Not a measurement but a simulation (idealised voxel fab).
process module | voxel gate over fins
cross-section cut | 205 nm wide | cells 5 nm
A cross-section is a grid of square cells, given in bands from the top down. A band is one or more rows of cells.
Each band's line starts with the height of the band's top and of its bottom, in nm. Then come its materials from left to right, each with its width in nm. One material with "throughout" fills the band from edge to edge. "air" is empty space.
Height 0 is the level under which the wafer as received is all one material. The lowest band goes on downwards, as in "0 down".
A width such as "30 to 40" changes by the same amount from each row of cells to the next, from the band's top row to its bottom row.
"no change" after a step means that no cell of the cross-section changed.
closed voids: empty space of 8 cells or more with no open way to the top, each as width x height at its distance from the left edge, in nm
after a step's settings: what the simulator itself notes on the step
overlay nm, on a step with a mask: how far to the right of its planned place the mask lay; to the left if negative
Each pair below shows a cross-section before one step and the cross-section after it, down to the lowest band that changed. The line under each pair gives the step between them, with its settings. The pairs can come from different runs of this module on the same starting wafer, so a pair continues from the pair above only where its "before" says so.
before
  30 to 20: W throughout
  20 to 15: W 50 | TiN 100 | W 55
  15 to 10: W 50 | TiN 5 | TiAl 90 | TiN 5 | W 55
  10 to 5: W 50 | TiN 5 | TiAl 5 | TiN 35 | TiAl 10 | TiN 35 | TiAl 5 | TiN 5 | W 55
  5 to 0: TiN 55 | TiAl 5 | TiN 5 | HfO2 25 | TiN 5 | TiAl 10 | TiN 5 | HfO2 25 | TiN 5 | TiAl 5 | TiN 60
  0 to -5: TiAl 60 | TiN 5 | HfO2 5 | Si 15 | HfO2 5 | TiN 5 | TiAl 10 | TiN 5 | HfO2 5 | Si 15 | HfO2 5 | TiN 5 | TiAl 65
  -5 to -10: TiN 65 | HfO2 5 | Si 15 | HfO2 5 | TiN 20 | HfO2 5 | Si 15 | HfO2 5 | TiN 70
  -10 to -15: HfO2 70 | Si 15 | HfO2 30 | Si 15 | HfO2 75
  -15 to -30: SiO2 70 | Si 15 | SiO2 30 | Si 15 | SiO2 75
  -30 down: Si throughout
  closed voids: none
after
  40 to 30: TiAl throughout
  below 30: unchanged
  closed voids: none
the step between: op CONFORMAL_DEP | material TiAl | thk nm 10
before
  5 to 0: SiN throughout
  0 down: Si throughout
  closed voids: none
after
  25 to 5: resist 70 | air 15 | resist 30 | air 15 | resist 75
  below 5: unchanged
  closed voids: none
the step between: op PATTERN | tone open | mask id FINS | material resist | width nm 15 | pitch nm 45 | thk nm 20 | overlay nm 0
before: the cross-section after the pair above
after
  25 to 5: resist 70 | air 15 | resist 30 | air 15 | resist 75
  5 to 0: SiN 70 | air 15 | SiN 30 | air 15 | SiN 75
  below 0: unchanged
  closed voids: none
the step between: op DIRECTIONAL_ETCH | etch materials SiN | depth nm 5
before: the cross-section after the pair above
after
  25 to 5: resist 70 | air 15 | resist 30 | air 15 | resist 75
  5 to 0: SiN 70 | air 15 | SiN 30 | air 15 | SiN 75
  0 to -30: Si 70 | air 15 | Si 30 | air 15 | Si 75
  below -30: unchanged
  closed voids: none
the step between: op DIRECTIONAL_ETCH | etch materials Si | depth nm 30
before: the cross-section after the pair above
after
  5 to 0: SiN 70 | air 15 | SiN 30 | air 15 | SiN 75
  below 0: unchanged
  closed voids: none
the step between: op STRIP | etch materials resist
before: the cross-section after the pair above
after
  10 to 5: SiO2 throughout
  5 to 0: SiN 70 | SiO2 15 | SiN 30 | SiO2 15 | SiN 75
  0 to -30: Si 70 | SiO2 15 | Si 30 | SiO2 15 | Si 75
  below -30: unchanged
  closed voids: none
the step between: op FILL_DEP | material SiO2 | thk nm 5
before: the cross-section after the pair above
after
  5 to 0: SiN 70 | SiO2 15 | SiN 30 | SiO2 15 | SiN 75
  below 0: unchanged
  closed voids: none
the step between: op CMP | height nm 5
before: the cross-section after the pair above
after
  5 to 0: SiN 70 | air 15 | SiN 30 | air 15 | SiN 75
  0 to -15: Si 70 | air 15 | Si 30 | air 15 | Si 75
  below -15: unchanged
  closed voids: none
the step between: op SELECTIVE_ETCH | etch materials SiO2 | depth nm 20
before: the cross-section after the pair above
after
  0 to -15: Si 70 | air 15 | Si 30 | air 15 | Si 75
  below -15: unchanged
  closed voids: none
the step between: op STRIP | etch materials SiN
before: the cross-section after the pair above
after
  5 to 0: HfO2 75 | air 5 | HfO2 40 | air 5 | HfO2 80
  0 to -10: Si 70 | HfO2 5 | air 5 | HfO2 5 | Si 30 | HfO2 5 | air 5 | HfO2 5 | Si 75
  -10 to -15: Si 70 | HfO2 15 | Si 30 | HfO2 15 | Si 75
  below -15: unchanged
  closed voids: none
the step between: op CONFORMAL_DEP | material HfO2 | thk nm 5
before: the cross-section after the pair above
after
  10 to 5: TiN throughout
  5 to 0: HfO2 75 | TiN 5 | HfO2 40 | TiN 5 | HfO2 80
  0 to -10: Si 70 | HfO2 5 | TiN 5 | HfO2 5 | Si 30 | HfO2 5 | TiN 5 | HfO2 5 | Si 75
  below -10: unchanged
  closed voids: none
the step between: op CONFORMAL_DEP | material TiN | thk nm 5
before: the cross-section after the pair above
after
  15 to 10: TiAl throughout
  below 10: unchanged
  closed voids: none
the step between: op CONFORMAL_DEP | material TiAl | thk nm 5
before: the cross-section after the pair above
after
  20 to 15: TiN throughout
  below 15: unchanged
  closed voids: none
the step between: op CONFORMAL_DEP | material TiN | thk nm 5
before: the cross-section after the pair above
after
  35 to 20: W throughout
  below 20: unchanged
  closed voids: none
the step between: op FILL_DEP | material W | thk nm 15
before: the cross-section after the pair above
after
  30 to 20: W throughout
  below 20: unchanged
  closed voids: none
the step between: op CMP | height nm 30
before: the cross-section after the pair above
after
  40 to 30: SiN throughout
  below 30: unchanged
  closed voids: none
the step between: op CONFORMAL_DEP | material SiN | thk nm 10
